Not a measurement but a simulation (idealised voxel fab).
process module | voxel self aligned contacts
cross-section cut | 185 nm wide | cells 5 nm
A cross-section is a grid of square cells, given in bands from the top down. A band is one or more rows of cells.
Each band's line starts with the height of the band's top and of its bottom, in nm. Then come its materials from left to right, each with its width in nm. One material with "throughout" fills the band from edge to edge. "air" is empty space.
Height 0 is the level under which the wafer as received is all one material. The lowest band goes on downwards, as in "0 down".
A width such as "30 to 40" changes by the same amount from each row of cells to the next, from the band's top row to its bottom row.
"no change" after a step means that no cell of the cross-section changed.
closed voids: empty space of 8 cells or more with no open way to the top, each as width x height at its distance from the left edge, in nm
after a step's settings: what the simulator itself notes on the step
overlay nm, on a step with a mask: how far to the right of its planned place the mask lay; to the left if negative
plan
1 op RECEIVE | material Si
2 op CONFORMAL_DEP | material SiO2 | thk nm 5
3 op DIRECTIONAL_DEP | material polySi | thk nm 25
4 op DIRECTIONAL_DEP | material SiN | thk nm 25
5 op DIRECTIONAL_DEP | material aC | thk nm 15
6 op PATTERN | tone cover | mask id GATE | material resist | width nm 35 | pitch nm 70 | thk nm 30 | overlay nm 0
7 op DIRECTIONAL_ETCH | etch materials aC | depth nm 15
8 op STRIP | etch materials resist
9 op DIRECTIONAL_ETCH | etch materials SiN | depth nm 25
10 op DIRECTIONAL_ETCH | etch materials polySi | depth nm 25
11 op STRIP | etch materials aC
12 op CONFORMAL_DEP | material SiN | thk nm 10
13 op DIRECTIONAL_ETCH | etch materials SiN | depth nm 10
14 op FILL_DEP | material SiO2 | thk nm 10
15 op CMP | height nm 60
16 op PATTERN | tone open | mask id CONTACT | material resist | width nm 55 | thk nm 20 | overlay nm 0
17 op DIRECTIONAL_ETCH | etch materials SiO2 | depth nm 60
18 op STRIP | etch materials resist
19 op CONFORMAL_DEP | material TiN | thk nm 5
20 op FILL_DEP | material W | thk nm 5
21 op CMP | height nm 60
22 op CONFORMAL_DEP | material SiCN | thk nm 5
first wafer, as planned
as received, after step 1
  0 down: Si throughout
  closed voids: none
after step 2
  5 to 0: SiO2 throughout
  below 0: unchanged
after step 3
  30 to 5: polySi throughout
  below 5: unchanged
after step 4
  55 to 30: SiN throughout
  below 30: unchanged
after step 5
  70 to 55: aC throughout
  below 55: unchanged
after step 6
  100 to 70: air 40 | resist 35 | air 35 | resist 35 | air 40
  below 70: unchanged
after step 7
  85 to 70: air 40 | resist 35 | air 35 | resist 35 | air 40
  70 to 55: air 40 | aC 35 | air 35 | aC 35 | air 40
  below 55: unchanged
after step 8
  70 to 55: air 40 | aC 35 | air 35 | aC 35 | air 40
  below 55: unchanged
after step 9
  70 to 55: air 40 | aC 35 | air 35 | aC 35 | air 40
  55 to 30: air 40 | SiN 35 | air 35 | SiN 35 | air 40
  below 30: unchanged
after step 10
  70 to 55: air 40 | aC 35 | air 35 | aC 35 | air 40
  55 to 30: air 40 | SiN 35 | air 35 | SiN 35 | air 40
  30 to 5: air 40 | polySi 35 | air 35 | polySi 35 | air 40
  below 5: unchanged
after step 11
  55 to 30: air 40 | SiN 35 | air 35 | SiN 35 | air 40
  below 30: unchanged
after step 12
  65 to 30: air 30 | SiN 55 | air 15 | SiN 55 | air 30
  30 to 15: air 30 | SiN 10 | polySi 35 | SiN 10 | air 15 | SiN 10 | polySi 35 | SiN 10 | air 30
  15 to 5: SiN 40 | polySi 35 | SiN 35 | polySi 35 | SiN 40
  below 5: unchanged
after step 13
  55 to 30: air 30 | SiN 55 | air 15 | SiN 55 | air 30
  30 to 5: air 30 | SiN 10 | polySi 35 | SiN 10 | air 15 | SiN 10 | polySi 35 | SiN 10 | air 30
  below 5: unchanged
after step 14
  65 to 55: SiO2 throughout
  55 to 30: SiO2 30 | SiN 55 | SiO2 15 | SiN 55 | SiO2 30
  30 to 5: SiO2 30 | SiN 10 | polySi 35 | SiN 10 | SiO2 15 | SiN 10 | polySi 35 | SiN 10 | SiO2 30
  below 5: unchanged
after step 15
  60 to 55: SiO2 throughout
  below 55: unchanged
after step 16
  80 to 60: resist 65 | air 55 | resist 65
  below 60: unchanged
after step 17
  80 to 60: resist 65 | air 55 | resist 65
  60 to 55: SiO2 65 | air 55 | SiO2 65
  55 to 30: SiO2 30 | SiN 55 | air 15 | SiN 55 | SiO2 30
  30 to 5: SiO2 30 | SiN 10 | polySi 35 | SiN 10 | air 15 | SiN 10 | polySi 35 | SiN 10 | SiO2 30
  5 to 0: SiO2 85 | air 15 | SiO2 85
  below 0: unchanged
after step 18
  60 to 55: SiO2 65 | air 55 | SiO2 65
  below 55: unchanged
after step 19
  65 to 60: TiN 70 | air 45 | TiN 70
  60 to 55: SiO2 65 | TiN 25 | air 5 | TiN 25 | SiO2 65
  55 to 30: SiO2 30 | SiN 55 | TiN 5 | air 5 | TiN 5 | SiN 55 | SiO2 30
  30 to 5: SiO2 30 | SiN 10 | polySi 35 | SiN 10 | TiN 5 | air 5 | TiN 5 | SiN 10 | polySi 35 | SiN 10 | SiO2 30
  5 to 0: SiO2 85 | TiN 15 | SiO2 85
  below 0: unchanged
after step 20
  70 to 65: W throughout
  65 to 60: TiN 70 | W 45 | TiN 70
  60 to 55: SiO2 65 | TiN 25 | W 5 | TiN 25 | SiO2 65
  55 to 30: SiO2 30 | SiN 55 | TiN 5 | W 5 | TiN 5 | SiN 55 | SiO2 30
  30 to 5: SiO2 30 | SiN 10 | polySi 35 | SiN 10 | TiN 5 | W 5 | TiN 5 | SiN 10 | polySi 35 | SiN 10 | SiO2 30
  below 5: unchanged
after step 21
  60 to 55: SiO2 65 | TiN 25 | W 5 | TiN 25 | SiO2 65
  below 55: unchanged
after step 22
  65 to 60: SiCN throughout
  below 60: unchanged
second wafer: like start, like plan, one mistake. Through step 15 it matches the first wafer
when step 16 should have ended
  80 to 60: resist 60 | air 55 | resist 70
  below 60: unchanged
when step 17 should have ended
  80 to 60: resist 60 | air 55 | resist 70
  60 to 55: SiO2 60 | air 55 | SiO2 70
  55 to 30: SiO2 30 | SiN 55 | air 15 | SiN 55 | SiO2 30
  30 to 5: SiO2 30 | SiN 10 | polySi 35 | SiN 10 | air 15 | SiN 10 | polySi 35 | SiN 10 | SiO2 30
  5 to 0: SiO2 85 | air 15 | SiO2 85
  below 0: unchanged
when step 18 should have ended
  60 to 55: SiO2 60 | air 55 | SiO2 70
  below 55: unchanged
when step 19 should have ended
  65 to 60: TiN 65 | air 45 | TiN 75
  60 to 55: SiO2 60 | TiN 30 | air 5 | TiN 20 | SiO2 70
  55 to 30: SiO2 30 | SiN 55 | TiN 5 | air 5 | TiN 5 | SiN 55 | SiO2 30
  30 to 5: SiO2 30 | SiN 10 | polySi 35 | SiN 10 | TiN 5 | air 5 | TiN 5 | SiN 10 | polySi 35 | SiN 10 | SiO2 30
  5 to 0: SiO2 85 | TiN 15 | SiO2 85
  below 0: unchanged
when step 20 should have ended
  70 to 65: W throughout
  65 to 60: TiN 65 | W 45 | TiN 75
  60 to 55: SiO2 60 | TiN 30 | W 5 | TiN 20 | SiO2 70
  55 to 30: SiO2 30 | SiN 55 | TiN 5 | W 5 | TiN 5 | SiN 55 | SiO2 30
  30 to 5: SiO2 30 | SiN 10 | polySi 35 | SiN 10 | TiN 5 | W 5 | TiN 5 | SiN 10 | polySi 35 | SiN 10 | SiO2 30
  below 5: unchanged
when step 21 should have ended
  60 to 55: SiO2 60 | TiN 30 | W 5 | TiN 20 | SiO2 70
  below 55: unchanged
when step 22 should have ended
  65 to 60: SiCN throughout
  below 60: unchanged
what went wrong: step 16 ran as: op PATTERN | tone open | mask id CONTACT | material resist | width nm 55 | thk nm 20 | overlay nm -5
at the end the second wafer has, in cells: as many of each material as the first, in other places
